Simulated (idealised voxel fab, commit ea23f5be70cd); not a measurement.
Presented below is a process module, voxel self aligned vias.
It is cross-section cut that appears here, measuring 255 nm in width, its square cells being 5 nm in size.
Each cross-section below is a grid of square cells, stated as bands in top-down order, with one or more rows of cells making up each band. Read a band's entry like this: the first values are the height of its top and the height of its bottom in nm, and what follows is the sequence of materials from left to right, each with its width in nm. Note that "air" is empty space, and that a single material marked "throughout" reaches across the band from edge to edge. Ref level 0: as-received wafer is one material below here. Bottom band extends down with no lower bound ("0 down"). Width "30 to 40": first value at the band's top row of cells, second value at its bottom row, equal change from row to row. Key: "no alterations made" - step with no changed cell in the cross-section. "Fully enclosed voids": empty spaces of 8 cells or more with no open way to the top, each given as width x height at distance, distance from the left edge, all in nm. Text after the settings on a step's line: the simulator's own remark on that step. The setting "overlay nm" may be written on the line of a step. When the step uses a mask, the value reports how far to the right of the planned place the mask lay, and a negative value reports that it lay to the left.

# Process steps - plan
1) op RECEIVE | material Si
2) op CONFORMAL_DEP | material SiO2 | thk nm 15
3) op CONFORMAL_DEP | material SiCN | thk nm 5
4) op DIRECTIONAL_DEP | material SiO2 | thk nm 25
5) op PATTERN | tone open | mask id LINES | material resist | width nm 30 | pitch nm 70 | thk nm 20 | overlay nm 0
6) op DIRECTIONAL_ETCH | etch materials SiO2 | depth nm 25
7) op STRIP | etch materials resist
8) op CONFORMAL_DEP | material TiN | thk nm 5
9) op FILL_DEP | material W | thk nm 5
10) op CMP | height nm 45
11) op SELECTIVE_ETCH | etch materials W Ru TiN | depth nm 5
12) op FILL_DEP | material SiN | thk nm 5
13) op CMP | height nm 45
14) op DIRECTIONAL_DEP | material SiO2 | thk nm 20
15) op PATTERN | tone open | mask id VIAS | material resist | width nm 40 | pitch nm 70 | thk nm 20 | overlay nm -15
16) op DIRECTIONAL_ETCH | etch materials SiO2 | depth nm 20
17) op DIRECTIONAL_ETCH | etch materials SiN | depth nm 5
18) op STRIP | etch materials resist
19) op CONFORMAL_DEP | material TiN | thk nm 5
20) op FILL_DEP | material W | thk nm 5
21) op CMP | height nm 65
22) op CONFORMAL_DEP | material SiN | thk nm 5
Split variable: overlay nm, step 15. Plan value = first wafer. Wafers start alike.

# Cross-sectional view of the first of several wafers in the as-received condition, corresponding to the state following step 1
    0 down | Si throughout
    Fully enclosed voids: none

# Last step of the module is step 22; after it, the first of several wafers in cross-section
    70 to 65 | SiN throughout
    65 to 50 | 55 SiO2 / 5 TiN / 30 W / 5 TiN / 30 SiO2 / 5 TiN / 30 W / 5 TiN / 90 SiO2
    50 to 45 | 55 SiO2 / 25 TiN / 10 W / 5 TiN / 30 SiO2 / 25 TiN / 10 W / 5 TiN / 90 SiO2
    45 to 40 | 75 SiO2 / 20 TiN / 10 SiN / 40 SiO2 / 20 TiN / 10 SiN / 80 SiO2
    40 to 25 | 75 SiO2 / 5 TiN / 20 W / 5 TiN / 40 SiO2 / 5 TiN / 20 W / 5 TiN / 80 SiO2
    25 to 20 | 75 SiO2 / 30 TiN / 40 SiO2 / 30 TiN / 80 SiO2
    20 to 15 | SiCN throughout
    15 to 0 | SiO2 throughout
    0 down | Si throughout
    Fully enclosed voids: none

# The last wafer as seen in cross-section at the end of the module
    70 to 65 | SiN throughout
    65 to 50 | 85 SiO2 / 5 TiN / 30 W / 5 TiN / 30 SiO2 / 5 TiN / 30 W / 5 TiN / 60 SiO2
    50 to 45 | 85 SiO2 / 5 TiN / 10 W / 25 TiN / 30 SiO2 / 5 TiN / 10 W / 25 TiN / 60 SiO2
    45 to 40 | 75 SiO2 / 10 SiN / 20 TiN / 40 SiO2 / 10 SiN / 20 TiN / 80 SiO2
    40 to 25 | 75 SiO2 / 5 TiN / 20 W / 5 TiN / 40 SiO2 / 5 TiN / 20 W / 5 TiN / 80 SiO2
    25 to 20 | 75 SiO2 / 30 TiN / 40 SiO2 / 30 TiN / 80 SiO2
    20 to 15 | SiCN throughout
    15 to 0 | SiO2 throughout
    0 down | Si throughout
    Fully enclosed voids: none

# Per-wafer rows below. For each material: cells gained (+) or lost (-) since the wafer was received, as of end of module. Then: closed voids
overlay nm -15 | +51 SiCN | +55 SiN | +488 SiO2 | +56 TiN | +64 W | Fully enclosed voids: none
overlay nm -10 | +51 SiCN | +53 SiN | +488 SiO2 | +56 TiN | +66 W | Fully enclosed voids: none
overlay nm -5 | +51 SiCN | +51 SiN | +488 SiO2 | +56 TiN | +68 W | Fully enclosed voids: none
overlay nm 0 | +51 SiCN | +51 SiN | +488 SiO2 | +56 TiN | +68 W | Fully enclosed voids: none
overlay nm 5 | +51 SiCN | +51 SiN | +488 SiO2 | +56 TiN | +68 W | Fully enclosed voids: none
overlay nm 10 | +51 SiCN | +53 SiN | +488 SiO2 | +56 TiN | +66 W | Fully enclosed voids: none
overlay nm 15 | +51 SiCN | +55 SiN | +488 SiO2 | +56 TiN | +64 W | Fully enclosed voids: none
